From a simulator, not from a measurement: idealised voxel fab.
You're looking at the process module voxel released beams.
Each square cell in cross-section cut measures 5 nm, and the section as a whole is 235 nm wide.
Bands, listed from the top down, are how a cross-section gets written in this document; the cross-section itself is a grid of square cells, and a band is one or more rows of them.
Look at the band entry: it leads with the top's height and the bottom's height in nm. Then it lists the materials left to right, with a width in nm for each. The word "everywhere" on a single material says that material fills the band edge to edge. The word "blank" is empty space.
All heights in this document are referenced to 0, defined as the level beneath which the wafer, as received, consists entirely of one material. The lowest band is not bounded below; it extends indefinitely downward and is written in the form "0 down".
Top row gets the first number, bottom row gets the second, and each row in between changes by the same step: that is how a band width like "30->40" works.
"left unchanged" for a step: no cell of the cross-section changed in that step.
Basically, "Catalogued sealed voids" tells you about the enclosed voids: empty spaces with no open way to the top, 8 cells or bigger, each written width x height at distance, where distance is from the left edge, all in nm.
Text after the settings on a step's line: the simulator's own remark on that step.
The line of a step may include "overlay nm". On a step with a mask, this value is how far to the right of its planned place the mask lay. A negative value means the mask lay to the left.
The process steps that were planned are listed below
1) RECEIVE with material Si
2) CONFORMAL_DEP with material SiN, thk nm 10
3) DIRECTIONAL_DEP with material SiO2, thk nm 15
4) DIRECTIONAL_DEP with material aC, thk nm 10
5) PATTERN with tone open, mask id ANCHOR, material resist, width nm 35, thk nm 25, overlay nm 0
6) DIRECTIONAL_ETCH with etch materials aC, depth nm 10
7) STRIP with etch materials resist
8) DIRECTIONAL_ETCH with etch materials SiO2, depth nm 15
9) STRIP with etch materials aC
10) CONFORMAL_DEP with material TiN, thk nm 10
11) DIRECTIONAL_DEP with material aC, thk nm 15
12) PATTERN with tone cover, mask id BEAM, material resist, width nm 90, thk nm 30, overlay nm 0
13) DIRECTIONAL_ETCH with etch materials aC, depth nm 15
14) STRIP with etch materials resist
15) DIRECTIONAL_ETCH with etch materials TiN, depth nm 10
16) STRIP with etch materials aC
17) STRIP with etch materials SiO2
Wafer at receipt (post step 1), cross-section
	0 down = Si everywhere
	Catalogued sealed voids: none
Cross-sectional image of the first of two wafers at the end of the module, the run having proceeded as planned
	35 to 25 = 70 of blank, then 15 of TiN, then 15 of blank, then 60 of TiN, then 75 of blank
	25 to 20 = 75 of blank, then 10 of TiN, then 15 of blank, then 10 of TiN, then 125 of blank
	20 to 10 = 75 of blank, then 35 of TiN, then 125 of blank
	10 to 0 = SiN everywhere
	0 down = Si everywhere
	Catalogued sealed voids: none
Second wafer through the module, sectioned at the end: same beginning and same plan as the first wafer, with one mistake in carrying it out
	35 to 30 = 70 of blank, then 15 of TiN, then 15 of blank, then 60 of TiN, then 75 of blank
	30 to 25 = 85 of TiN, then 15 of blank, then 135 of TiN
	25 to 20 = 75 of SiO2, then 10 of TiN, then 15 of blank, then 10 of TiN, then 125 of SiO2
	20 to 10 = 75 of SiO2, then 35 of TiN, then 125 of SiO2
	10 to 0 = SiN everywhere
	0 down = Si everywhere
	Catalogued sealed voids: none
Finding, execution versus plan: step 15 ran as: DIRECTIONAL_ETCH with etch materials TiN, depth nm 5
Count the cells at the end and the second wafer has more or fewer of some materials than the first: 120 more of SiO2; 29 more of TiN
